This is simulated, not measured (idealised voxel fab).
The name of this process module is voxel tone inversion.
Square cells of 5 nm make up the cross-section cut, whose width is 295 nm.
Reading order for cross-sections: top band down to bottom band. Underlying form: a grid of square cells. Band size: one or more rows of cells.
Band entry format. Leading values: height of top, height of bottom, nm. Remainder: materials in left-to-right order, each with its width in nm. Special words: "throughout" on a single material, which then fills the band edge to edge; "empty", empty space.
Heads up on the height convention: 0 is the point under which the incoming wafer is all one material, and the lowest band has no bottom, it just keeps going down, like "0 down".
Note: "30->40" means the width goes from the first number (top row of the band) to the second number (bottom row) in equal steps per row of cells.
Key: "everything unchanged" - step with no changed cell in the cross-section.
Listed in "Enclosed cavity list": every empty space of 8 or more cells without an open way to the top. Form: width x height at distance, the distance being from the left edge, all in nm.
Post-settings text on a step line: simulator's own remark regarding the step.
overlay nm: how far to the right of its planned place the mask lay on this masked step (negative: to the left).

**Steps in the process plan**
1: RECEIVE, material Si
2: CONFORMAL_DEP, material SiN, thk nm 5
3: DIRECTIONAL_DEP, material polySi, thk nm 20
4: PATTERN, tone cover, mask id POSTS, material resist, width nm 25, pitch nm 55, thk nm 25, overlay nm 0
5: DIRECTIONAL_ETCH, etch materials polySi, depth nm 20
6: STRIP, etch materials resist
7: FILL_DEP, material lowk, thk nm 5
8: CMP, height nm 25
9: STRIP, etch materials polySi
10: CONFORMAL_DEP, material TiN, thk nm 5
11: FILL_DEP, material Cu, thk nm 10
12: CMP, height nm 15
13: CONFORMAL_DEP, material SiCN, thk nm 5
varied across the wafers: height nm of step 12. The plan shows the first wafer's value. All wafers start alike

**Cross-section of the first of several wafers as received (after step 1)**
  0 down = Si throughout
  Enclosed cavity list: none

**Cross-sectional representation of the first of several wafers at the end of the module, i.e. after its terminal step, step 13**
  20 to 15 = SiCN throughout
  15 to 10 = lowk 80, then TiN 5, then Cu 15, then TiN 5, then lowk 30, then TiN 5, then Cu 15, then TiN 5, then lowk 30, then TiN 5, then Cu 15, then TiN 5, then lowk 80
  10 to 5 = lowk 80, then TiN 25, then lowk 30, then TiN 25, then lowk 30, then TiN 25, then lowk 80
  5 to 0 = SiN throughout
  0 down = Si throughout
  Enclosed cavity list: none

**The final wafer, sectioned at module end**
  45 to 40 = SiCN throughout
  40 to 30 = Cu throughout
  30 to 25 = TiN 85, then Cu 15, then TiN 40, then Cu 15, then TiN 40, then Cu 15, then TiN 85
  25 to 10 = lowk 80, then TiN 5, then Cu 15, then TiN 5, then lowk 30, then TiN 5, then Cu 15, then TiN 5, then lowk 30, then TiN 5, then Cu 15, then TiN 5, then lowk 80
  10 to 5 = lowk 80, then TiN 25, then lowk 30, then TiN 25, then lowk 30, then TiN 25, then lowk 80
  5 to 0 = SiN throughout
  0 down = Si throughout
  Enclosed cavity list: none

**Here is how to read the rows: every wafer has a row, and it shows the wafer at the end of the module, giving for each material how many cells were gained (+) or lost (-) since the wafer was received, then listing its closed voids**
height nm 15; +9 Cu; +59 SiCN; +59 SiN; +21 TiN; +88 lowk; Enclosed cavity list: none
height nm 20; +18 Cu; +59 SiCN; +59 SiN; +27 TiN; +132 lowk; Enclosed cavity list: none
height nm 25; +27 Cu; +59 SiCN; +59 SiN; +33 TiN; +176 lowk; Enclosed cavity list: none
height nm 30; +36 Cu; +59 SiCN; +59 SiN; +83 TiN; +176 lowk; Enclosed cavity list: none
height nm 35; +95 Cu; +59 SiCN; +59 SiN; +83 TiN; +176 lowk; Enclosed cavity list: none
height nm 40; +154 Cu; +59 SiCN; +59 SiN; +83 TiN; +176 lowk; Enclosed cavity list: none
